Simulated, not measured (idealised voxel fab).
Title: Process Module voxel transistor to metal
We display cut, a cross-section 275 nm in width whose square cells are each 5 nm.
We lay out every cross-section as a grid of square cells and spell it out in bands from the top down, where one band means one or more rows of cells. The entry gives the band's vertical extent as a top height and a bottom height in nm, then its horizontal make-up as materials from left to right, each with a width in nm. "blank" stands for empty space; a single material marked "all across" fills the band edge to edge. Height 0 is the level under which the wafer as received is all one material. The lowest band goes on downwards, as in "0..down". A width such as "30->40" changes by the same amount from each row of cells to the next, from the band's top row to its bottom row. You'll sometimes find "no modification" written for a step, and that's the way of saying that nowhere in the cross-section did a cell change during that step. For the entry "Closed void roster", the listed items are empty spaces with no open way to the top whose size is 8 cells or more; each item follows the pattern width x height at distance, where distance is from the left edge and all three are in nm. On a step's line, text after the settings is the simulator commenting on that step. overlay nm: on a step with a mask, how far right of its planned place the mask lay; negative means left.
Here's what the planned process steps look like
1,RECEIVE: material Si
2,OXIDIZE: depth nm 5
3,CONFORMAL_DEP: material SiN, thk nm 15
4,DIRECTIONAL_DEP: material aC, thk nm 15
5,PATTERN: tone cover, mask id ACTIVE, material resist, width nm 105, pitch nm 130, thk nm 30, overlay nm 0
6,DIRECTIONAL_ETCH: etch materials aC, depth nm 15
7,STRIP: etch materials resist
8,DIRECTIONAL_ETCH: etch materials SiN, depth nm 15
9,DIRECTIONAL_ETCH: etch materials SiO2, depth nm 5
10,DIRECTIONAL_ETCH: etch materials Si, depth nm 25
11,STRIP: etch materials aC
12,FILL_DEP: material SiO2, thk nm 10
13,CMP: height nm 15
14,SELECTIVE_ETCH: etch materials SiO2, depth nm 5
15,STRIP: etch materials SiN
16,SELECTIVE_ETCH: etch materials SiO2, depth nm 5
17,OXIDIZE: depth nm 5
18,DIRECTIONAL_DEP: material polySi, thk nm 30
19,DIRECTIONAL_DEP: material SiCN, thk nm 15
20,DIRECTIONAL_DEP: material aC, thk nm 10
21,PATTERN: tone cover, mask id GATE, material resist, width nm 25, pitch nm 130, thk nm 30, overlay nm 0
22,DIRECTIONAL_ETCH: etch materials aC, depth nm 10
23,STRIP: etch materials resist
24,DIRECTIONAL_ETCH: etch materials SiCN, depth nm 25
25,DIRECTIONAL_ETCH: etch materials polySi, depth nm 40
26,STRIP: etch materials aC
27,CONFORMAL_DEP: material SiN, thk nm 5
28,DIRECTIONAL_ETCH: etch materials SiN, depth nm 5
29,DIRECTIONAL_ETCH: etch materials SiO2, depth nm 5
30,DIRECTIONAL_ETCH: etch materials Si, depth nm 15
31,EPI: material pSi, thk nm 20
32,FILL_DEP: material SiO2, thk nm 5
33,CMP: height nm 40
34,DIRECTIONAL_DEP: material SiO2, thk nm 15
35,PATTERN: tone open, mask id CONTACT, material resist, width nm 30, pitch nm 65, thk nm 15, overlay nm 0
36,DIRECTIONAL_ETCH: etch materials SiO2, depth nm 60
37,STRIP: etch materials resist
38,CONFORMAL_DEP: material TiN, thk nm 5
39,FILL_DEP: material W, thk nm 5
40,CMP: height nm 55
41,DIRECTIONAL_DEP: material TiN, thk nm 5
42,DIRECTIONAL_DEP: material W, thk nm 25
43,MASKED_ETCH: tone cover, mask id METAL_1, width nm 15, etch materials W, depth nm 25, overlay nm 0
44,MASKED_ETCH: tone cover, mask id METAL_1, width nm 15, etch materials TiN, depth nm 5, overlay nm 0
45,CONFORMAL_DEP: material SiCN, thk nm 5
46,FILL_DEP: material SiO2, thk nm 5
47,CMP: height nm 85
48,CONFORMAL_DEP: material SiN, thk nm 5
Cross-section: wafer on arrival = after step 1
  0..down | Si all across
  Closed void roster: none
End-of-module XS, first of two wafers, run as planned
  90..85 | SiN all across
  85..60 | SiO2 (20)  SiCN (5)  W (15)  SiCN (5)  SiO2 (55)  SiCN (5)  W (15)  SiCN (5)  SiO2 (25)  SiCN (5)  W (15)  SiCN (5)  SiO2 (55)  SiCN (5)  W (15)  SiCN (5)  SiO2 (20)
  60..55 | SiCN (25)  TiN (15)  SiCN (65)  TiN (15)  SiCN (35)  TiN (15)  SiCN (65)  TiN (15)  SiCN (25)
  55..40 | SiO2 (25)  TiN (5)  W (20)  TiN (5)  SiO2 (35)  TiN (5)  W (20)  TiN (5)  SiO2 (35)  TiN (5)  W (20)  TiN (5)  SiO2 (35)  TiN (5)  W (20)  TiN (5)  SiO2 (25)
  40..25 | SiO2 (25)  TiN (5)  W (20)  TiN (5)  SiN (5)  SiCN (25)  SiN (5)  TiN (5)  W (20)  TiN (5)  SiO2 (35)  TiN (5)  W (20)  TiN (5)  SiN (5)  SiCN (25)  SiN (5)  TiN (5)  W (20)  TiN (5)  SiO2 (25)
  25..15 | SiO2 (25)  TiN (5)  W (20)  TiN (5)  SiN (5)  polySi (25)  SiN (5)  TiN (5)  W (20)  TiN (5)  SiO2 (35)  TiN (5)  W (20)  TiN (5)  SiN (5)  polySi (25)  SiN (5)  TiN (5)  W (20)  TiN (5)  SiO2 (25)
  15..10 | SiO2 (25)  TiN (30)  SiN (5)  polySi (25)  SiN (5)  TiN (30)  SiO2 (35)  TiN (30)  SiN (5)  polySi (25)  SiN (5)  TiN (30)  SiO2 (25)
  10..5 | SiO2 (25)  TiN (10)  pSi (20)  SiN (5)  polySi (25)  SiN (5)  pSi (20)  TiN (10)  SiO2 (35)  TiN (10)  pSi (20)  SiN (5)  polySi (25)  SiN (5)  pSi (20)  TiN (10)  SiO2 (25)
  5..-5 | SiO2 (15)  SiN (5)  SiO2 (5)  TiN (10)  pSi (20)  SiN (5)  polySi (25)  SiN (5)  pSi (20)  TiN (10)  SiO2 (5)  SiN (5)  SiO2 (15)  SiN (5)  SiO2 (5)  TiN (10)  pSi (20)  SiN (5)  polySi (25)  SiN (5)  pSi (20)  TiN (10)  SiO2 (5)  SiN (5)  SiO2 (15)
  -5..-10 | SiO2 (20)  pSi (35)  SiO2 (35)  pSi (35)  SiO2 (25)  pSi (35)  SiO2 (35)  pSi (35)  SiO2 (20)
  -10..-25 | SiO2 (20)  pSi (35)  Si (35)  pSi (35)  SiO2 (25)  pSi (35)  Si (35)  pSi (35)  SiO2 (20)
  -25..-30 | SiO2 (20)  Si (105)  SiO2 (25)  Si (105)  SiO2 (20)
  -30..down | Si all across
  Closed void roster: none
Second of two wafers, module complete, sectioned: it shares the first wafer's start and plan but was run with one mistake
  90..85 | SiN all across
  85..60 | SiO2 (20)  SiCN (5)  W (15)  SiCN (5)  SiO2 (55)  SiCN (5)  W (15)  SiCN (5)  SiO2 (25)  SiCN (5)  W (15)  SiCN (5)  SiO2 (55)  SiCN (5)  W (15)  SiCN (5)  SiO2 (20)
  60..55 | SiCN (25)  TiN (15)  SiCN (65)  TiN (15)  SiCN (35)  TiN (15)  SiCN (65)  TiN (15)  SiCN (25)
  55..45 | W (20)  TiN (5)  SiO2 (30)  TiN (5)  W (25)  TiN (5)  SiO2 (30)  TiN (5)  W (25)  TiN (5)  SiO2 (30)  TiN (5)  W (25)  TiN (5)  SiO2 (30)  TiN (5)  W (20)
  45..40 | W (20)  TiN (5)  SiO2 (30)  TiN (35)  SiO2 (30)  TiN (5)  W (25)  TiN (5)  SiO2 (30)  TiN (35)  SiO2 (30)  TiN (5)  W (20)
  40..25 | W (20)  TiN (5)  SiO2 (30)  SiN (5)  SiCN (25)  SiN (5)  SiO2 (30)  TiN (5)  W (25)  TiN (5)  SiO2 (30)  SiN (5)  SiCN (25)  SiN (5)  SiO2 (30)  TiN (5)  W (20)
  25..10 | W (20)  TiN (5)  SiO2 (30)  SiN (5)  polySi (25)  SiN (5)  SiO2 (30)  TiN (5)  W (25)  TiN (5)  SiO2 (30)  SiN (5)  polySi (25)  SiN (5)  SiO2 (30)  TiN (5)  W (20)
  10..5 | W (10)  TiN (15)  SiO2 (10)  pSi (20)  SiN (5)  polySi (25)  SiN (5)  pSi (20)  SiO2 (10)  TiN (15)  W (5)  TiN (15)  SiO2 (10)  pSi (20)  SiN (5)  polySi (25)  SiN (5)  pSi (20)  SiO2 (10)  TiN (15)  W (10)
  5..0 | W (10)  TiN (5)  SiN (5)  TiN (5)  SiO2 (10)  pSi (20)  SiN (5)  polySi (25)  SiN (5)  pSi (20)  SiO2 (10)  TiN (5)  SiN (5)  TiN (5)  W (5)  TiN (5)  SiN (5)  TiN (5)  SiO2 (10)  pSi (20)  SiN (5)  polySi (25)  SiN (5)  pSi (20)  SiO2 (10)  TiN (5)  SiN (5)  TiN (5)  W (10)
  0..-5 | TiN (15)  SiN (5)  TiN (5)  SiO2 (10)  pSi (20)  SiN (5)  polySi (25)  SiN (5)  pSi (20)  SiO2 (10)  TiN (5)  SiN (5)  TiN (15)  SiN (5)  TiN (5)  SiO2 (10)  pSi (20)  SiN (5)  polySi (25)  SiN (5)  pSi (20)  SiO2 (10)  TiN (5)  SiN (5)  TiN (15)
  -5..-10 | SiO2 (20)  pSi (35)  SiO2 (35)  pSi (35)  SiO2 (25)  pSi (35)  SiO2 (35)  pSi (35)  SiO2 (20)
  -10..-25 | SiO2 (20)  pSi (35)  Si (35)  pSi (35)  SiO2 (25)  pSi (35)  Si (35)  pSi (35)  SiO2 (20)
  -25..-30 | SiO2 (20)  Si (105)  SiO2 (25)  Si (105)  SiO2 (20)
  -30..down | Si all across
  Closed void roster: none
Short version of what went wrong: step 35 ran with different settings than intended, the actual operation and settings being PATTERN: tone cover, mask id CONTACT, material resist, width nm 30, pitch nm 65, thk nm 15, overlay nm 0
Materials where the second wafer ends with more or fewer cells than the first: SiO2: 2 more; TiN: 21 fewer; W: 19 more
